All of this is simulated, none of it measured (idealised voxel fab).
The document below concerns the process module designated voxel ribs on slabs.
Square cell edge 5 nm, section width 290 nm, ID cut.
Just so we're on the same page, the cross-sections are grids of square cells, and they're listed out in bands top to bottom, each band one or more rows deep.
The band entry comprises the height of the band's top followed by the height of its bottom, expressed in nm, and subsequently the band's materials from left to right, each stated together with its width in nm. Where a single material is marked with the word "edge to edge", that material fills the band from edge to edge. The word "blank" represents empty space.
Ref level 0: as-received wafer is one material below here. Bottom band extends down with no lower bound ("z 0 and below").
A width given as "30->40" starts at the first number in the band's top row and ends at the second number in its bottom row, shifting by an equal amount at every step from row to row.
It should be understood that the words "remained the same", when stated for a given step, signify that the cross-section underwent no change in any of its cells during that step.
Voids not open to the top, 8 cells minimum: see "Sealed internal voids". Written width x height at distance; distance is from the left edge; nm.
If you see something after the settings on a step's line, that's the simulator's own remark about that step.
The "overlay nm" setting may appear on a step's line; for a step that uses a mask, it gives how far to the right of its planned position the mask lay, and a negative value indicates the left.

### Listed below are the process steps as planned
1 RECEIVE | material Si
2 DIRECTIONAL_DEP | material SiO2 | thk nm 30
3 DIRECTIONAL_DEP | material polySi | thk nm 20
4 MASKED_ETCH | tone cover | mask id RIB | width nm 25 | etch materials polySi | depth nm 5 | overlay nm 0
5 PATTERN | tone cover | mask id SLAB | material resist | width nm 55 | thk nm 15 | overlay nm 0
6 DIRECTIONAL_ETCH | etch materials polySi | depth nm 15
7 STRIP | etch materials resist
8 FILL_DEP | material SiO2 | thk nm 20
9 CMP | height nm 60
10 DIRECTIONAL_DEP | material W | thk nm 5
11 MASKED_ETCH | tone cover | mask id HEATER | width nm 35 | etch materials W | depth nm 5 | overlay nm 0
12 CONFORMAL_DEP | material SiN | thk nm 10

### Cross-section of the incoming wafer, state after step 1
	z 0 and below  Si edge to edge
	Sealed internal voids: none

### Cross-section: first of two wafers, module finished, run according to plan
	z 75 to 70  blank 115; SiN 55; blank 120
	z 70 to 65  SiN edge to edge
	z 65 to 60  SiN 125; W 35; SiN 130
	z 60 to 50  SiO2 edge to edge
	z 50 to 45  SiO2 130; polySi 25; SiO2 135
	z 45 to 30  SiO2 115; polySi 55; SiO2 120
	z 30 to 0  SiO2 edge to edge
	z 0 and below  Si edge to edge
	Sealed internal voids: none

### This is the second of the two wafers, cross-sectioned at the end of the module; it started exactly like the first and was given the same plan, but it was run with one mistake
	z 75 to 70  blank 115; SiN 55; blank 120
	z 70 to 65  SiN edge to edge
	z 65 to 60  SiN 125; W 35; SiN 130
	z 60 to 50  SiO2 edge to edge
	z 50 to 45  SiO2 130; polySi 25; SiO2 135
	z 45 to 30  SiO2 115; polySi 60; SiO2 115
	z 30 to 0  SiO2 edge to edge
	z 0 and below  Si edge to edge
	Sealed internal voids: none
Here's what went sideways: step 5 did not use the planned setting and instead ran as PATTERN | tone cover | mask id SLAB | material resist | width nm 60 | thk nm 15 | overlay nm 0
End check, counted in cells, second wafer has more or fewer of these materials than the first: SiO2: 3 fewer, polySi: 3 more
